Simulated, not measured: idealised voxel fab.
Process module heading - voxel transistor to metal
The cross-section shown here is cut; it is 180 nm wide and divided into square cells measuring 5 nm on a side.
For the purposes of this document, a cross-section shall be understood as a grid of square cells, specified as bands listed in top-to-bottom order, each band consisting of one or more rows of cells.
The band entry comprises the height of the band's top followed by the height of its bottom, expressed in nm, and subsequently the band's materials from left to right, each stated together with its width in nm. Where a single material is marked with the word "throughout", that material fills the band from edge to edge. The word "empty" represents empty space.
Convention: height 0 is the level below which the wafer, as received, is all one material. The lowest band does not terminate at the bottom but continues downward, represented as "0 down".
The notation "30..40" denotes a width that varies across the rows of cells in the band, beginning at the first number in the top row, finishing at the second number in the bottom row, and changing by an identical amount from each row to the next.
Basically "remained unchanged" means that step didn't change any cell in the cross-section.
Basically, "Unvented voids" tells you about the enclosed voids: empty spaces with no open way to the top, 8 cells or bigger, each written width x height at distance, where distance is from the left edge, all in nm.
If you see something after the settings on a step's line, that's the simulator's own remark about that step.
You can add "overlay nm" to a step's line. For a step with a mask, it describes how far the mask lay to the right of its planned position, and a negative number describes a lay to the left.
Guide to the pairs. Each holds a before and an after cross-section around one process step; the after cross-section is cut off at the lowest band that changed. Look under the pair for the step between them and its settings. Pairs can come from different runs of this module on the same starting wafer, so a pair follows on from the one above it only where its entry headed "Structure before processing" says it does.

**Structure before processing**
* 0 down: Si throughout
* Unvented voids: none

**Cross-Section Thereafter**
* 0 to -5: SiO2 throughout
* Nothing below the height -5 has changed.
* Unvented voids: none
What is the step between the two cross-sections above? OXIDIZE with depth nm 5

Structure before processing: check the pair just above; its after cross-section is our before state.

**Cross-Section Thereafter**
* 10 to 0: SiN throughout
* Nothing below the height 0 has changed.
* Unvented voids: none
What is the step between the two cross-sections above? CONFORMAL_DEP with material SiN, thk nm 10

Structure before processing: check the pair just above; its after cross-section is our before state.

**Cross-Section Thereafter**
* 25 to 10: 40 nm empty / 95 nm resist / 45 nm empty
* Nothing below the height 10 has changed.
* Unvented voids: none
What is the step between the two cross-sections above? PATTERN with tone cover, mask id ACTIVE, material resist, width nm 95, thk nm 15, overlay nm 0

Structure before processing: check the pair just above; its after cross-section is our before state.

**Cross-Section Thereafter**
* 25 to 10: 40 nm empty / 95 nm resist / 45 nm empty
* 10 to 0: 40 nm empty / 95 nm SiN / 45 nm empty
* Nothing below the height 0 has changed.
* Unvented voids: none
What is the step between the two cross-sections above? DIRECTIONAL_ETCH with etch materials SiN, depth nm 10

Structure before processing: check the pair just above; its after cross-section is our before state.

**Cross-Section Thereafter**
* 25 to 10: 40 nm empty / 95 nm resist / 45 nm empty
* 10 to 0: 40 nm empty / 95 nm SiN / 45 nm empty
* 0 to -5: 40 nm empty / 95 nm SiO2 / 45 nm empty
* Nothing below the height -5 has changed.
* Unvented voids: none
What is the step between the two cross-sections above? DIRECTIONAL_ETCH with etch materials SiO2, depth nm 5

Structure before processing: check the pair just above; its after cross-section is our before state.

**Cross-Section Thereafter**
* 25 to 10: 40 nm empty / 95 nm resist / 45 nm empty
* 10 to 0: 40 nm empty / 95 nm SiN / 45 nm empty
* 0 to -5: 40 nm empty / 95 nm SiO2 / 45 nm empty
* -5 to -30: 40 nm empty / 95 nm Si / 45 nm empty
* Nothing below the height -30 has changed.
* Unvented voids: none
What is the step between the two cross-sections above? DIRECTIONAL_ETCH with etch materials Si, depth nm 25

Structure before processing: check the pair just above; its after cross-section is our before state.

**Cross-Section Thereafter**
* 10 to 0: 40 nm empty / 95 nm SiN / 45 nm empty
* Nothing below the height 0 has changed.
* Unvented voids: none
What is the step between the two cross-sections above? STRIP with etch materials resist

Structure before processing: check the pair just above; its after cross-section is our before state.

**Cross-Section Thereafter**
* 10 to 0: 40 nm empty / 95 nm SiN / 45 nm empty
* 0 to -5: 40 nm empty / 95 nm SiO2 / 45 nm empty
* -5 to -30: 40 nm empty / 5 nm SiO2 / 85 nm Si / 5 nm SiO2 / 45 nm empty
* -30 to -35: 45 nm SiO2 / 85 nm Si / 50 nm SiO2
* Nothing below the height -35 has changed.
* Unvented voids: none
What is the step between the two cross-sections above? OXIDIZE with depth nm 5

Structure before processing: check the pair just above; its after cross-section is our before state.

**Cross-Section Thereafter**
* 25 to 10: SiO2 throughout
* 10 to 0: 40 nm SiO2 / 95 nm SiN / 45 nm SiO2
* 0 to -5: SiO2 throughout
* -5 to -35: 45 nm SiO2 / 85 nm Si / 50 nm SiO2
* Nothing below the height -35 has changed.
* Unvented voids: none
What is the step between the two cross-sections above? FILL_DEP with material SiO2, thk nm 15

Structure before processing: check the pair just above; its after cross-section is our before state.

**Cross-Section Thereafter**
* 10 to 0: 40 nm SiO2 / 95 nm SiN / 45 nm SiO2
* Nothing below the height 0 has changed.
* Unvented voids: none
What is the step between the two cross-sections above? CMP with height nm 10

Structure before processing: check the pair just above; its after cross-section is our before state.

**Cross-Section Thereafter**
* 10 to 5: 40 nm empty / 95 nm SiN / 45 nm empty
* Nothing below the height 5 has changed.
* Unvented voids: none
What is the step between the two cross-sections above? SELECTIVE_ETCH with etch materials SiO2, depth nm 5

Structure before processing: check the pair just above; its after cross-section is our before state.

**Cross-Section Thereafter**
* 5 to 0: 40 nm SiO2 / 95 nm empty / 45 nm SiO2
* Nothing below the height 0 has changed.
* Unvented voids: none
What is the step between the two cross-sections above? STRIP with etch materials SiN

Structure before processing: check the pair just above; its after cross-section is our before state.

**Cross-Section Thereafter**
* 0 to -5: 35 nm SiO2 / 105 nm empty / 40 nm SiO2
* Nothing below the height -5 has changed.
* Unvented voids: none
What is the step between the two cross-sections above? SELECTIVE_ETCH with etch materials SiO2, depth nm 5

Structure before processing: check the pair just above; its after cross-section is our before state.

**Cross-Section Thereafter**
* 0 to -5: 35 nm SiO2 / 105 nm empty / 40 nm SiO2
* -5 to -10: SiO2 throughout
* Nothing below the height -10 has changed.
* Unvented voids: none
What is the step between the two cross-sections above? OXIDIZE with depth nm 5

Structure before processing: check the pair just above; its after cross-section is our before state.

**Cross-Section Thereafter**
* 20 to 15: 35 nm polySi / 105 nm empty / 40 nm polySi
* 15 to 0: polySi throughout
* 0 to -5: 35 nm SiO2 / 105 nm polySi / 40 nm SiO2
* Nothing below the height -5 has changed.
* Unvented voids: none
What is the step between the two cross-sections above? DIRECTIONAL_DEP with material polySi, thk nm 20

Structure before processing: check the pair just above; its after cross-section is our before state.

**Cross-Section Thereafter**
* 30 to 25: 35 nm SiCN / 105 nm empty / 40 nm SiCN
* 25 to 20: SiCN throughout
* 20 to 15: 35 nm polySi / 105 nm SiCN / 40 nm polySi
* Nothing below the height 15 has changed.
* Unvented voids: none
What is the step between the two cross-sections above? DIRECTIONAL_DEP with material SiCN, thk nm 10

Structure before processing: check the pair just above; its after cross-section is our before state.

**Cross-Section Thereafter**
* 25 to 20: 80 nm empty / 15 nm SiCN / 85 nm empty
* 20 to 15: 35 nm polySi / 45 nm empty / 15 nm SiCN / 45 nm empty / 40 nm polySi
* Nothing below the height 15 has changed.
* Unvented voids: none
What is the step between the two cross-sections above? MASKED_ETCH with tone cover, mask id GATE, width nm 15, etch materials SiCN, depth nm 20, overlay nm 0

Structure before processing: check the pair just above; its after cross-section is our before state.

**Cross-Section Thereafter**
* 25 to 15: 80 nm empty / 15 nm SiCN / 85 nm empty
* 15 to 0: 80 nm empty / 15 nm polySi / 85 nm empty
* 0 to -5: 35 nm SiO2 / 45 nm empty / 15 nm polySi / 45 nm empty / 40 nm SiO2
* Nothing below the height -5 has changed.
* Unvented voids: none
What is the step between the two cross-sections above? MASKED_ETCH with tone cover, mask id GATE, width nm 15, etch materials polySi, depth nm 30, overlay nm 0

Structure before processing: check the pair just above; its after cross-section is our before state.

**Cross-Section Thereafter**
* 30 to 25: 75 nm empty / 25 nm SiO2 / 80 nm empty
* 25 to 15: 75 nm empty / 5 nm SiO2 / 15 nm SiCN / 5 nm SiO2 / 80 nm empty
* 15 to 5: 75 nm empty / 5 nm SiO2 / 15 nm polySi / 5 nm SiO2 / 80 nm empty
* 5 to 0: 40 nm SiO2 / 35 nm empty / 5 nm SiO2 / 15 nm polySi / 5 nm SiO2 / 35 nm empty / 45 nm SiO2
* 0 to -5: 80 nm SiO2 / 15 nm polySi / 85 nm SiO2
* Nothing below the height -5 has changed.
* Unvented voids: none
What is the step between the two cross-sections above? CONFORMAL_DEP with material SiO2, thk nm 5

Structure before processing: check the pair just above; its after cross-section is our before state.

**Cross-Section Thereafter**
* 25 to 15: 75 nm empty / 5 nm SiO2 / 15 nm SiCN / 5 nm SiO2 / 80 nm empty
* 15 to 0: 75 nm empty / 5 nm SiO2 / 15 nm polySi / 5 nm SiO2 / 80 nm empty
* 0 to -5: 40 nm SiO2 / 35 nm empty / 5 nm SiO2 / 15 nm polySi / 5 nm SiO2 / 35 nm empty / 45 nm SiO2
* Nothing below the height -5 has changed.
* Unvented voids: none
What is the step between the two cross-sections above? DIRECTIONAL_ETCH with etch materials SiO2, depth nm 5

Structure before processing: check the pair just above; its after cross-section is our before state.

**Cross-Section Thereafter**
* 35 to 25: 65 nm empty / 45 nm SiN / 70 nm empty
* 25 to 15: 65 nm empty / 10 nm SiN / 5 nm SiO2 / 15 nm SiCN / 5 nm SiO2 / 10 nm SiN / 70 nm empty
* 15 to 10: 65 nm empty / 10 nm SiN / 5 nm SiO2 / 15 nm polySi / 5 nm SiO2 / 10 nm SiN / 70 nm empty
* 10 to 5: 50 nm SiN / 15 nm empty / 10 nm SiN / 5 nm SiO2 / 15 nm polySi / 5 nm SiO2 / 10 nm SiN / 15 nm empty / 55 nm SiN
* 5 to 0: 75 nm SiN / 5 nm SiO2 / 15 nm polySi / 5 nm SiO2 / 80 nm SiN
* 0 to -5: 40 nm SiO2 / 35 nm SiN / 5 nm SiO2 / 15 nm polySi / 5 nm SiO2 / 35 nm SiN / 45 nm SiO2
* Nothing below the height -5 has changed.
* Unvented voids: none
What is the step between the two cross-sections above? CONFORMAL_DEP with material SiN, thk nm 10

Structure before processing: check the pair just above; its after cross-section is our before state.

**Cross-Section Thereafter**
* 25 to 15: 65 nm empty / 10 nm SiN / 5 nm SiO2 / 15 nm SiCN / 5 nm SiO2 / 10 nm SiN / 70 nm empty
* 15 to 0: 65 nm empty / 10 nm SiN / 5 nm SiO2 / 15 nm polySi / 5 nm SiO2 / 10 nm SiN / 70 nm empty
* 0 to -5: 40 nm SiO2 / 10 nm SiN / 15 nm empty / 10 nm SiN / 5 nm SiO2 / 15 nm polySi / 5 nm SiO2 / 10 nm SiN / 15 nm empty / 10 nm SiN / 45 nm SiO2
* Nothing below the height -5 has changed.
* Unvented voids: none
What is the step between the two cross-sections above? DIRECTIONAL_ETCH with etch materials SiN, depth nm 10

Structure before processing: check the pair just above; its after cross-section is our before state.

**Cross-Section Thereafter**
* 25 to 20: 65 nm empty / 10 nm SiN / 5 nm empty / 15 nm SiCN / 5 nm empty / 10 nm SiN / 70 nm empty
* 20 to 15: 65 nm empty / 10 nm SiN / 5 nm SiO2 / 15 nm SiCN / 5 nm SiO2 / 10 nm SiN / 70 nm empty
* 15 to 0: 65 nm empty / 10 nm SiN / 5 nm SiO2 / 15 nm polySi / 5 nm SiO2 / 10 nm SiN / 70 nm empty
* 0 to -5: 40 nm empty / 10 nm SiN / 15 nm empty / 10 nm SiN / 5 nm SiO2 / 15 nm polySi / 5 nm SiO2 / 10 nm SiN / 15 nm empty / 10 nm SiN / 45 nm empty
* -5 to -10: 50 nm SiO2 / 15 nm empty / 45 nm SiO2 / 15 nm empty / 55 nm SiO2
* Nothing below the height -10 has changed.
* Unvented voids: none
What is the step between the two cross-sections above? DIRECTIONAL_ETCH with etch materials SiO2, depth nm 5

Structure before processing: check the pair just above; its after cross-section is our before state.

**Cross-Section Thereafter**
* 25 to 20: 65 nm empty / 10 nm SiN / 5 nm empty / 15 nm SiCN / 5 nm empty / 10 nm SiN / 70 nm empty
* 20 to 15: 65 nm empty / 10 nm SiN / 5 nm SiO2 / 15 nm SiCN / 5 nm SiO2 / 10 nm SiN / 70 nm empty
* 15 to 0: 65 nm empty / 10 nm SiN / 5 nm SiO2 / 15 nm polySi / 5 nm SiO2 / 10 nm SiN / 70 nm empty
* 0 to -5: 40 nm empty / 10 nm SiN / 15 nm empty / 10 nm SiN / 5 nm SiO2 / 15 nm polySi / 5 nm SiO2 / 10 nm SiN / 15 nm empty / 10 nm SiN / 45 nm empty
* -5 to -10: 50 nm SiO2 / 15 nm empty / 45 nm SiO2 / 15 nm empty / 55 nm SiO2
* -10 to -25: 45 nm SiO2 / 5 nm Si / 15 nm empty / 45 nm Si / 15 nm empty / 5 nm Si / 50 nm SiO2
* Nothing below the height -25 has changed.
* Unvented voids: none
What is the step between the two cross-sections above? DIRECTIONAL_ETCH with etch materials Si, depth nm 15

Structure before processing: check the pair just above; its after cross-section is our before state.

**Cross-Section Thereafter**
* 25 to 20: 65 nm empty / 10 nm SiN / 5 nm empty / 15 nm SiCN / 5 nm empty / 10 nm SiN / 70 nm empty
* 20 to 15: 65 nm empty / 10 nm SiN / 5 nm SiO2 / 15 nm SiCN / 5 nm SiO2 / 10 nm SiN / 70 nm empty
* 15 to 10: 65 nm empty / 10 nm SiN / 5 nm SiO2 / 15 nm polySi / 5 nm SiO2 / 10 nm SiN / 70 nm empty
* 10 to 0: 40 nm empty / 25 nm nSi / 10 nm SiN / 5 nm SiO2 / 15 nm polySi / 5 nm SiO2 / 10 nm SiN / 25 nm nSi / 45 nm empty
* 0 to -5: 40 nm empty / 10 nm SiN / 15 nm nSi / 10 nm SiN / 5 nm SiO2 / 15 nm polySi / 5 nm SiO2 / 10 nm SiN / 15 nm nSi / 10 nm SiN / 45 nm empty
* -5 to -10: 50 nm SiO2 / 15 nm nSi / 45 nm SiO2 / 15 nm nSi / 55 nm SiO2
* -10 to -25: 45 nm SiO2 / 5 nm Si / 15 nm nSi / 45 nm Si / 15 nm nSi / 5 nm Si / 50 nm SiO2
* Nothing below the height -25 has changed.
* Unvented voids: none
What is the step between the two cross-sections above? EPI with material nSi, thk nm 20

Structure before processing: check the pair just above; its after cross-section is our before state.

**Cross-Section Thereafter**
* 30 to 25: SiO2 throughout
* 25 to 15: 65 nm SiO2 / 10 nm SiN / 5 nm SiO2 / 15 nm SiCN / 5 nm SiO2 / 10 nm SiN / 70 nm SiO2
* 15 to 10: 65 nm SiO2 / 10 nm SiN / 5 nm SiO2 / 15 nm polySi / 5 nm SiO2 / 10 nm SiN / 70 nm SiO2
* 10 to 0: 40 nm SiO2 / 25 nm nSi / 10 nm SiN / 5 nm SiO2 / 15 nm polySi / 5 nm SiO2 / 10 nm SiN / 25 nm nSi / 45 nm SiO2
* 0 to -5: 40 nm SiO2 / 10 nm SiN / 15 nm nSi / 10 nm SiN / 5 nm SiO2 / 15 nm polySi / 5 nm SiO2 / 10 nm SiN / 15 nm nSi / 10 nm SiN / 45 nm SiO2
* Nothing below the height -5 has changed.
* Unvented voids: none
What is the step between the two cross-sections above? FILL_DEP with material SiO2, thk nm 5

Structure before processing: check the pair just above; its after cross-section is our before state.

**Cross-Section Thereafter**
* 25 to 15: 65 nm SiO2 / 10 nm SiN / 5 nm SiO2 / 15 nm SiCN / 5 nm SiO2 / 10 nm SiN / 70 nm SiO2
* Nothing below the height 15 has changed.
* Unvented voids: none
What is the step between the two cross-sections above? CMP with height nm 25

Structure before processing: check the pair just above; its after cross-section is our before state.

**Cross-Section Thereafter**
* 35 to 25: SiO2 throughout
* Nothing below the height 25 has changed.
* Unvented voids: none
What is the step between the two cross-sections above? DIRECTIONAL_DEP with material SiO2, thk nm 10

Structure before processing: check the pair just above; its after cross-section is our before state.

**Cross-Section Thereafter**
* 50 to 35: 50 nm resist / 25 nm empty / 25 nm resist / 25 nm empty / 55 nm resist
* Nothing below the height 35 has changed.
* Unvented voids: none
What is the step between the two cross-sections above? PATTERN with tone open, mask id CONTACT, material resist, width nm 25, pitch nm 50, thk nm 15, overlay nm 0

Structure before processing: check the pair just above; its after cross-section is our before state.

**Cross-Section Thereafter**
* 50 to 35: 50 nm resist / 25 nm empty / 25 nm resist / 25 nm empty / 55 nm resist
* 35 to 25: 50 nm SiO2 / 25 nm empty / 25 nm SiO2 / 25 nm empty / 55 nm SiO2
* 25 to 15: 50 nm SiO2 / 15 nm empty / 10 nm SiN / 5 nm SiO2 / 15 nm SiCN / 5 nm SiO2 / 10 nm SiN / 15 nm empty / 55 nm SiO2
* 15 to 10: 50 nm SiO2 / 15 nm empty / 10 nm SiN / 5 nm SiO2 / 15 nm polySi / 5 nm SiO2 / 10 nm SiN / 15 nm empty / 55 nm SiO2
* Nothing below the height 10 has changed.
* Unvented voids: none
What is the step between the two cross-sections above? DIRECTIONAL_ETCH with etch materials SiO2, depth nm 25

Structure before processing: check the pair just above; its after cross-section is our before state.

**Cross-Section Thereafter**
* 35 to 25: 50 nm SiO2 / 25 nm empty / 25 nm SiO2 / 25 nm empty / 55 nm SiO2
* Nothing below the height 25 has changed.
* Unvented voids: none
What is the step between the two cross-sections above? STRIP with etch materials resist

Structure before processing: check the pair just above; its after cross-section is our before state.

**Cross-Section Thereafter**
* 40 to 35: 55 nm TiN / 15 nm empty / 35 nm TiN / 15 nm empty / 60 nm TiN
* 35 to 25: 50 nm SiO2 / 5 nm TiN / 15..5 nm empty / 5..15 nm TiN / 25 nm SiO2 / 5..15 nm TiN / 15..5 nm empty / 5 nm TiN / 55 nm SiO2
* 25 to 15: 50 nm SiO2 / 5 nm TiN / 5 nm empty / 5 nm TiN / 10 nm SiN / 5 nm SiO2 / 15 nm SiCN / 5 nm SiO2 / 10 nm SiN / 5 nm TiN / 5 nm empty / 5 nm TiN / 55 nm SiO2
* 15 to 10: 50 nm SiO2 / 15 nm TiN / 10 nm SiN / 5 nm SiO2 / 15 nm polySi / 5 nm SiO2 / 10 nm SiN / 15 nm TiN / 55 nm SiO2
* Nothing below the height 10 has changed.
* Unvented voids: none
What is the step between the two cross-sections above? CONFORMAL_DEP with material TiN, thk nm 5

Structure before processing: check the pair just above; its after cross-section is our before state.

**Cross-Section Thereafter**
* 45 to 40: Ru throughout
* 40 to 35: 55 nm TiN / 15 nm Ru / 35 nm TiN / 15 nm Ru / 60 nm TiN
* 35 to 25: 50 nm SiO2 / 5 nm TiN / 15..5 nm Ru / 5..15 nm TiN / 25 nm SiO2 / 5..15 nm TiN / 15..5 nm Ru / 5 nm TiN / 55 nm SiO2
* 25 to 15: 50 nm SiO2 / 5 nm TiN / 5 nm Ru / 5 nm TiN / 10 nm SiN / 5 nm SiO2 / 15 nm SiCN / 5 nm SiO2 / 10 nm SiN / 5 nm TiN / 5 nm Ru / 5 nm TiN / 55 nm SiO2
* Nothing below the height 15 has changed.
* Unvented voids: none
What is the step between the two cross-sections above? FILL_DEP with material Ru, thk nm 5

Structure before processing: check the pair just above; its after cross-section is our before state.

**Cross-Section Thereafter**
* 35 to 25: 50 nm SiO2 / 5 nm TiN / 15..5 nm Ru / 5..15 nm TiN / 25 nm SiO2 / 5..15 nm TiN / 15..5 nm Ru / 5 nm TiN / 55 nm SiO2
* Nothing below the height 25 has changed.
* Unvented voids: none
What is the step between the two cross-sections above? CMP with height nm 35

Structure before processing: check the pair just above; its after cross-section is our before state.

**Cross-Section Thereafter**
* 40 to 35: SiN throughout
* Nothing below the height 35 has changed.
* Unvented voids: none
What is the step between the two cross-sections above? CONFORMAL_DEP with material SiN, thk nm 5

Structure before processing: check the pair just above; its after cross-section is our before state.

**Cross-Section Thereafter**
* 60 to 40: lowk throughout
* Nothing below the height 40 has changed.
* Unvented voids: none
What is the step between the two cross-sections above? DIRECTIONAL_DEP with material lowk, thk nm 20

Structure before processing: check the pair just above; its after cross-section is our before state.

**Cross-Section Thereafter**
* 80 to 60: 50 nm resist / 15 nm empty / 45 nm resist / 15 nm empty / 55 nm resist
* Nothing below the height 60 has changed.
* Unvented voids: none
What is the step between the two cross-sections above? PATTERN with tone open, mask id METAL_1, material resist, width nm 15, pitch nm 60, thk nm 20, overlay nm 0

Structure before processing: check the pair just above; its after cross-section is our before state.

**Cross-Section Thereafter**
* 80 to 60: 50 nm resist / 15 nm empty / 45 nm resist / 15 nm empty / 55 nm resist
* 60 to 40: 50 nm lowk / 15 nm empty / 45 nm lowk / 15 nm empty / 55 nm lowk
* Nothing below the height 40 has changed.
* Unvented voids: none
What is the step between the two cross-sections above? DIRECTIONAL_ETCH with etch materials lowk, depth nm 20

Structure before processing: check the pair just above; its after cross-section is our before state.

**Cross-Section Thereafter**
* 80 to 60: 50 nm resist / 15 nm empty / 45 nm resist / 15 nm empty / 55 nm resist
* 60 to 40: 50 nm lowk / 15 nm empty / 45 nm lowk / 15 nm empty / 55 nm lowk
* 40 to 35: 50 nm SiN / 15 nm empty / 45 nm SiN / 15 nm empty / 55 nm SiN
* Nothing below the height 35 has changed.
* Unvented voids: none
What is the step between the two cross-sections above? DIRECTIONAL_ETCH with etch materials SiN, depth nm 5

Structure before processing: check the pair just above; its after cross-section is our before state.

**Cross-Section Thereafter**
* 60 to 40: 50 nm lowk / 15 nm empty / 45 nm lowk / 15 nm empty / 55 nm lowk
* Nothing below the height 40 has changed.
* Unvented voids: none
What is the step between the two cross-sections above? STRIP with etch materials resist

Structure before processing: check the pair just above; its after cross-section is our before state.

**Cross-Section Thereafter**
* 65 to 60: 55 nm TiN / 5 nm empty / 55 nm TiN / 5 nm empty / 60 nm TiN
* 60 to 40: 50 nm lowk / 5 nm TiN / 5 nm empty / 5 nm TiN / 45 nm lowk / 5 nm TiN / 5 nm empty / 5 nm TiN / 55 nm lowk
* 40 to 35: 50 nm SiN / 15 nm TiN / 45 nm SiN / 15 nm TiN / 55 nm SiN
* Nothing below the height 35 has changed.
* Unvented voids: none
What is the step between the two cross-sections above? CONFORMAL_DEP with material TiN, thk nm 5

Structure before processing: check the pair just above; its after cross-section is our before state.

**Cross-Section Thereafter**
* 70 to 65: W throughout
* 65 to 60: 55 nm TiN / 5 nm W / 55 nm TiN / 5 nm W / 60 nm TiN
* 60 to 40: 50 nm lowk / 5 nm TiN / 5 nm W / 5 nm TiN / 45 nm lowk / 5 nm TiN / 5 nm W / 5 nm TiN / 55 nm lowk
* Nothing below the height 40 has changed.
* Unvented voids: none
What is the step between the two cross-sections above? FILL_DEP with material W, thk nm 5

Structure before processing: check the pair just above; its after cross-section is our before state.

**Cross-Section Thereafter**
* 60 to 40: 50 nm lowk / 5 nm TiN / 5 nm W / 5 nm TiN / 45 nm lowk / 5 nm TiN / 5 nm W / 5 nm TiN / 55 nm lowk
* Nothing below the height 40 has changed.
* Unvented voids: none
What is the step between the two cross-sections above? CMP with height nm 60

Structure before processing: check the pair just above; its after cross-section is our before state.

**Cross-Section Thereafter**
* 65 to 60: SiCN throughout
* Nothing below the height 60 has changed.
* Unvented voids: none
What is the step between the two cross-sections above? CONFORMAL_DEP with material SiCN, thk nm 5

**Structure before processing**
* 25 to 10: SiO2 throughout
* 10 to 0: 40 nm SiO2 / 95 nm SiN / 45 nm SiO2
* 0 to -5: SiO2 throughout
* -5 to -35: 45 nm SiO2 / 85 nm Si / 50 nm SiO2
* -35 down: Si throughout
* Unvented voids: none

**Cross-Section Thereafter**
* 20 to 10: SiO2 throughout
* Nothing below the height 10 has changed.
* Unvented voids: none
What is the step between the two cross-sections above? SELECTIVE_ETCH with etch materials SiO2, depth nm 5

Structure before processing: check the pair just above; its after cross-section is our before state.

**Cross-Section Thereafter**
* 15 to 10: SiO2 throughout
* Nothing below the height 10 has changed.
* Unvented voids: none
What is the step between the two cross-sections above? SELECTIVE_ETCH with etch materials SiO2, depth nm 5

Structure before processing: check the pair just above; its after cross-section is our before state.

**Cross-Section Thereafter**
* 35 to 15: polySi throughout
* Nothing below the height 15 has changed.
* Unvented voids: none
What is the step between the two cross-sections above? DIRECTIONAL_DEP with material polySi, thk nm 20

Structure before processing: check the pair just above; its after cross-section is our before state.

**Cross-Section Thereafter**
* 45 to 35: SiCN throughout
* Nothing below the height 35 has changed.
* Unvented voids: none
What is the step between the two cross-sections above? DIRECTIONAL_DEP with material SiCN, thk nm 10

Structure before processing: check the pair just above; its after cross-section is our before state.

**Cross-Section Thereafter**
* 45 to 35: 80 nm empty / 15 nm SiCN / 85 nm empty
* Nothing below the height 35 has changed.
* Unvented voids: none
What is the step between the two cross-sections above? MASKED_ETCH with tone cover, mask id GATE, width nm 15, etch materials SiCN, depth nm 20, overlay nm 0

Structure before processing: check the pair just above; its after cross-section is our before state.

**Cross-Section Thereafter**
* 45 to 35: 80 nm empty / 15 nm SiCN / 85 nm empty
* 35 to 15: 80 nm empty / 15 nm polySi / 85 nm empty
* Nothing below the height 15 has changed.
* Unvented voids: none
What is the step between the two cross-sections above? MASKED_ETCH with tone cover, mask id GATE, width nm 15, etch materials polySi, depth nm 30, overlay nm 0

Structure before processing: check the pair just above; its after cross-section is our before state.

**Cross-Section Thereafter**
* 50 to 45: 75 nm empty / 25 nm SiO2 / 80 nm empty
* 45 to 35: 75 nm empty / 5 nm SiO2 / 15 nm SiCN / 5 nm SiO2 / 80 nm empty
* 35 to 20: 75 nm empty / 5 nm SiO2 / 15 nm polySi / 5 nm SiO2 / 80 nm empty
* 20 to 15: 80 nm SiO2 / 15 nm polySi / 85 nm SiO2
* Nothing below the height 15 has changed.
* Unvented voids: none
What is the step between the two cross-sections above? CONFORMAL_DEP with material SiO2, thk nm 5

Structure before processing: check the pair just above; its after cross-section is our before state.

**Cross-Section Thereafter**
* 45 to 35: 75 nm empty / 5 nm SiO2 / 15 nm SiCN / 5 nm SiO2 / 80 nm empty
* 35 to 15: 75 nm empty / 5 nm SiO2 / 15 nm polySi / 5 nm SiO2 / 80 nm empty
* Nothing below the height 15 has changed.
* Unvented voids: none
What is the step between the two cross-sections above? DIRECTIONAL_ETCH with etch materials SiO2, depth nm 5

Structure before processing: check the pair just above; its after cross-section is our before state.

**Cross-Section Thereafter**
* 55 to 45: 65 nm empty / 45 nm SiN / 70 nm empty
* 45 to 35: 65 nm empty / 10 nm SiN / 5 nm SiO2 / 15 nm SiCN / 5 nm SiO2 / 10 nm SiN / 70 nm empty
* 35 to 25: 65 nm empty / 10 nm SiN / 5 nm SiO2 / 15 nm polySi / 5 nm SiO2 / 10 nm SiN / 70 nm empty
* 25 to 15: 75 nm SiN / 5 nm SiO2 / 15 nm polySi / 5 nm SiO2 / 80 nm SiN
* Nothing below the height 15 has changed.
* Unvented voids: none
What is the step between the two cross-sections above? CONFORMAL_DEP with material SiN, thk nm 10

Structure before processing: check the pair just above; its after cross-section is our before state.

**Cross-Section Thereafter**
* 45 to 35: 65 nm empty / 10 nm SiN / 5 nm SiO2 / 15 nm SiCN / 5 nm SiO2 / 10 nm SiN / 70 nm empty
* 35 to 15: 65 nm empty / 10 nm SiN / 5 nm SiO2 / 15 nm polySi / 5 nm SiO2 / 10 nm SiN / 70 nm empty
* Nothing below the height 15 has changed.
* Unvented voids: none
What is the step between the two cross-sections above? DIRECTIONAL_ETCH with etch materials SiN, depth nm 10

Structure before processing: check the pair just above; its after cross-section is our before state.

**Cross-Section Thereafter**
* 45 to 40: 65 nm empty / 10 nm SiN / 5 nm empty / 15 nm SiCN / 5 nm empty / 10 nm SiN / 70 nm empty
* 40 to 35: 65 nm empty / 10 nm SiN / 5 nm SiO2 / 15 nm SiCN / 5 nm SiO2 / 10 nm SiN / 70 nm empty
* 35 to 15: 65 nm empty / 10 nm SiN / 5 nm SiO2 / 15 nm polySi / 5 nm SiO2 / 10 nm SiN / 70 nm empty
* 15 to 10: 65 nm empty / 45 nm SiO2 / 70 nm empty
* Nothing below the height 10 has changed.
* Unvented voids: none
What is the step between the two cross-sections above? DIRECTIONAL_ETCH with etch materials SiO2, depth nm 5

Structure before processing: check the pair just above; its after cross-section is our before state.

**Cross-Section Thereafter**
* 50 to 45: SiO2 throughout
* 45 to 35: 65 nm SiO2 / 10 nm SiN / 5 nm SiO2 / 15 nm SiCN / 5 nm SiO2 / 10 nm SiN / 70 nm SiO2
* 35 to 15: 65 nm SiO2 / 10 nm SiN / 5 nm SiO2 / 15 nm polySi / 5 nm SiO2 / 10 nm SiN / 70 nm SiO2
* 15 to 10: SiO2 throughout
* Nothing below the height 10 has changed.
* Unvented voids: none
What is the step between the two cross-sections above? FILL_DEP with material SiO2, thk nm 5

Structure before processing: check the pair just above; its after cross-section is our before state.

**Cross-Section Thereafter**
* 25 to 15: 65 nm SiO2 / 10 nm SiN / 5 nm SiO2 / 15 nm polySi / 5 nm SiO2 / 10 nm SiN / 70 nm SiO2
* Nothing below the height 15 has changed.
* Unvented voids: none
What is the step between the two cross-sections above? CMP with height nm 25

Structure before processing: check the pair just above; its after cross-section is our before state.

**Cross-Section Thereafter**
* 35 to 25: SiO2 throughout
* Nothing below the height 25 has changed.
* Unvented voids: none
What is the step between the two cross-sections above? DIRECTIONAL_DEP with material SiO2, thk nm 10

Structure before processing: check the pair just above; its after cross-section is our before state.

**Cross-Section Thereafter**
* 50 to 35: 50 nm resist / 25 nm empty / 25 nm resist / 25 nm empty / 55 nm resist
* Nothing below the height 35 has changed.
* Unvented voids: none
What is the step between the two cross-sections above? PATTERN with tone open, mask id CONTACT, material resist, width nm 25, pitch nm 50, thk nm 15, overlay nm 0

Structure before processing: check the pair just above; its after cross-section is our before state.

**Cross-Section Thereafter**
* 50 to 35: 50 nm resist / 25 nm empty / 25 nm resist / 25 nm empty / 55 nm resist
* 35 to 25: 50 nm SiO2 / 25 nm empty / 25 nm SiO2 / 25 nm empty / 55 nm SiO2
* 25 to 15: 50 nm SiO2 / 15 nm empty / 10 nm SiN / 5 nm SiO2 / 15 nm polySi / 5 nm SiO2 / 10 nm SiN / 15 nm empty / 55 nm SiO2
* 15 to 10: 50 nm SiO2 / 15 nm empty / 45 nm SiO2 / 15 nm empty / 55 nm SiO2
* Nothing below the height 10 has changed.
* Unvented voids: none
What is the step between the two cross-sections above? DIRECTIONAL_ETCH with etch materials SiO2, depth nm 25

Structure before processing: check the pair just above; its after cross-section is our before state.

**Cross-Section Thereafter**
* 35 to 25: 50 nm SiO2 / 25 nm empty / 25 nm SiO2 / 25 nm empty / 55 nm SiO2
* Nothing below the height 25 has changed.
* Unvented voids: none
What is the step between the two cross-sections above? STRIP with etch materials resist
